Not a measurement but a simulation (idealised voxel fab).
The following process module bears the name voxel transistor to metal.
Displayed cross-section: cut, width of 145 nm, square cells sized 5 nm.
In what follows, cross-sections appear as grids of square cells, described through bands that run from the top down, where every band is one or more rows of cells. Heads up on the band format: heights come first, top then bottom, in nm. After that it's the materials left to right, each with its width in nm. A single material flagged "everywhere" fills the whole band edge to edge, and "air" means there's empty space there. Basically, 0 is our baseline, since under it the wafer straight out of the box is all one material. The bottom band has no lower end and keeps on going down, so it looks like "0 nm and below". You'd read "30->40" like this: the band's top row of cells is as wide as the first number, its bottom row is as wide as the second, and going down, every row changes width by the same amount as the row before did. Basically "no change occurred" means that step didn't change any cell in the cross-section. Voids not open to the top, 8 cells minimum: see "Unvented voids". Written width x height at distance; distance is from the left edge; nm. Formally, on a step line, whatever follows the settings is a remark that the simulator itself makes on the step. The "overlay nm" setting may appear on a step's line; for a step that uses a mask, it gives how far to the right of its planned position the mask lay, and a negative value indicates the left.

[The following list gives the planned process steps]
1,RECEIVE | material Si
2,OXIDIZE | depth nm 5
3,CONFORMAL_DEP | material SiN | thk nm 10
4,MASKED_ETCH | tone cover | mask id ACTIVE | width nm 95 | etch materials SiN | depth nm 10 | overlay nm 0
5,MASKED_ETCH | tone cover | mask id ACTIVE | width nm 95 | etch materials SiO2 | depth nm 5 | overlay nm 0
6,MASKED_ETCH | tone cover | mask id ACTIVE | width nm 95 | etch materials Si | depth nm 20 | overlay nm 0
7,FILL_DEP | material SiO2 | thk nm 10
8,CMP | height nm 10
9,SELECTIVE_ETCH | etch materials SiO2 | depth nm 5
10,STRIP | etch materials SiN
11,SELECTIVE_ETCH | etch materials SiO2 | depth nm 5
12,OXIDIZE | depth nm 5
13,DIRECTIONAL_DEP | material polySi | thk nm 25
14,DIRECTIONAL_DEP | material SiCN | thk nm 10
15,MASKED_ETCH | tone cover | mask id GATE | width nm 25 | etch materials SiCN | depth nm 20 | overlay nm 0
16,MASKED_ETCH | tone cover | mask id GATE | width nm 25 | etch materials polySi | depth nm 35 | overlay nm 0
17,CONFORMAL_DEP | material SiN | thk nm 10
18,DIRECTIONAL_ETCH | etch materials SiN | depth nm 10
19,DIRECTIONAL_ETCH | etch materials SiO2 | depth nm 5
20,DIRECTIONAL_ETCH | etch materials Si | depth nm 15
21,EPI | material SiGe | thk nm 20
22,FILL_DEP | material SiO2 | thk nm 10
23,CMP | height nm 30
24,DIRECTIONAL_DEP | material SiO2 | thk nm 15
25,DIRECTIONAL_DEP | material aC | thk nm 15
26,PATTERN | tone open | mask id CONTACT | material resist | width nm 25 | pitch nm 60 | thk nm 30 | overlay nm 0
27,DIRECTIONAL_ETCH | etch materials aC | depth nm 15
28,STRIP | etch materials resist
29,DIRECTIONAL_ETCH | etch materials SiO2 | depth nm 35
30,STRIP | etch materials aC
31,CONFORMAL_DEP | material TiN | thk nm 5
32,FILL_DEP | material Ru | thk nm 5
33,CMP | height nm 45
34,CONFORMAL_DEP | material SiN | thk nm 5
35,DIRECTIONAL_DEP | material SiO2 | thk nm 20
36,PATTERN | tone open | mask id METAL_1 | material resist | width nm 15 | pitch nm 70 | thk nm 15 | overlay nm 0
37,DIRECTIONAL_ETCH | etch materials SiO2 | depth nm 20
38,DIRECTIONAL_ETCH | etch materials SiN | depth nm 5
39,STRIP | etch materials resist
40,CONFORMAL_DEP | material TiN | thk nm 5
41,FILL_DEP | material W | thk nm 5
42,CMP | height nm 70
43,CONFORMAL_DEP | material SiCN | thk nm 5

[As-received wafer cross-section (after step 1)]
0 nm and below | Si everywhere
Unvented voids: none

[Run as planned - first of the two wafers cross-sectioned at the end of the module]
75 nm to 70 nm | SiCN everywhere
70 nm to 50 nm | SiO2 30 | TiN 5 | W 5 | TiN 5 | SiO2 55 | TiN 5 | W 5 | TiN 5 | SiO2 30
50 nm to 45 nm | SiN 30 | TiN 15 | SiN 55 | TiN 15 | SiN 30
45 nm to 35 nm | SiO2 30 | TiN 5 | Ru 15 | TiN 5 | SiO2 35 | TiN 5 | Ru 15 | TiN 5 | SiO2 30
35 nm to 30 nm | SiO2 30 | TiN 5 | Ru 10 | TiN 10 | SiO2 35 | TiN 10 | Ru 10 | TiN 5 | SiO2 30
30 nm to 20 nm | SiO2 30 | TiN 5 | Ru 10 | TiN 5 | SiN 10 | SiCN 25 | SiN 10 | TiN 5 | Ru 10 | TiN 5 | SiO2 30
20 nm to 15 nm | SiO2 30 | TiN 5 | Ru 10 | TiN 5 | SiN 10 | polySi 25 | SiN 10 | TiN 5 | Ru 10 | TiN 5 | SiO2 30
15 nm to 10 nm | SiO2 30 | TiN 20 | SiN 10 | polySi 25 | SiN 10 | TiN 20 | SiO2 30
10 nm to 0 nm | SiO2 20 | SiGe 30 | SiN 10 | polySi 25 | SiN 10 | SiGe 30 | SiO2 20
0 nm to -5 nm | SiO2 20 | SiN 10 | SiGe 20 | SiN 10 | polySi 25 | SiN 10 | SiGe 20 | SiN 10 | SiO2 20
-5 nm to -10 nm | SiO2 30 | SiGe 20 | SiO2 45 | SiGe 20 | SiO2 30
-10 nm to -25 nm | SiO2 25 | Si 5 | SiGe 20 | Si 45 | SiGe 20 | Si 5 | SiO2 25
-25 nm and below | Si everywhere
Unvented voids: none

[The second wafer, shown in cross-section after the module: started the same way as the first and given the same plan, yet one mistake crept into how it was run]
75 nm to 70 nm | SiCN everywhere
70 nm to 50 nm | SiO2 30 | TiN 5 | W 5 | TiN 5 | SiO2 55 | TiN 5 | W 5 | TiN 5 | SiO2 30
50 nm to 45 nm | SiN 30 | TiN 15 | SiN 55 | TiN 15 | SiN 30
45 nm to 35 nm | SiO2 30 | TiN 5 | Ru 15 | TiN 5 | SiO2 35 | TiN 5 | Ru 15 | TiN 5 | SiO2 30
35 nm to 30 nm | SiO2 30 | TiN 5 | Ru 10 | TiN 10 | SiO2 35 | TiN 10 | Ru 10 | TiN 5 | SiO2 30
30 nm to 20 nm | SiO2 30 | TiN 5 | Ru 10 | TiN 5 | SiN 10 | SiCN 25 | SiN 10 | TiN 5 | Ru 10 | TiN 5 | SiO2 30
20 nm to 15 nm | SiO2 30 | TiN 5 | Ru 10 | TiN 5 | SiN 10 | polySi 25 | SiN 10 | TiN 5 | Ru 10 | TiN 5 | SiO2 30
15 nm to 10 nm | SiO2 30 | TiN 20 | SiN 10 | polySi 25 | SiN 10 | TiN 20 | SiO2 30
10 nm to 0 nm | SiO2 20 | SiGe 30 | SiN 10 | polySi 25 | SiN 10 | SiGe 30 | SiO2 20
0 nm to -5 nm | SiO2 20 | SiN 10 | SiGe 20 | SiN 10 | polySi 25 | SiN 10 | SiGe 20 | SiN 10 | SiO2 20
-5 nm to -10 nm | SiO2 30 | SiGe 20 | SiO2 45 | SiGe 20 | SiO2 30
-10 nm to -25 nm | SiO2 25 | Si 5 | SiGe 20 | Si 45 | SiGe 20 | Si 5 | SiO2 25
-25 nm to -40 nm | Si 30 | SiGe 20 | Si 45 | SiGe 20 | Si 30
-40 nm and below | Si everywhere
Unvented voids: none
Deviation noted in wafer processing: yeah, plan step 20 got run twice
Final tally in cells, some materials are higher or lower on the second wafer than on the first: -24 Si, +24 SiGe
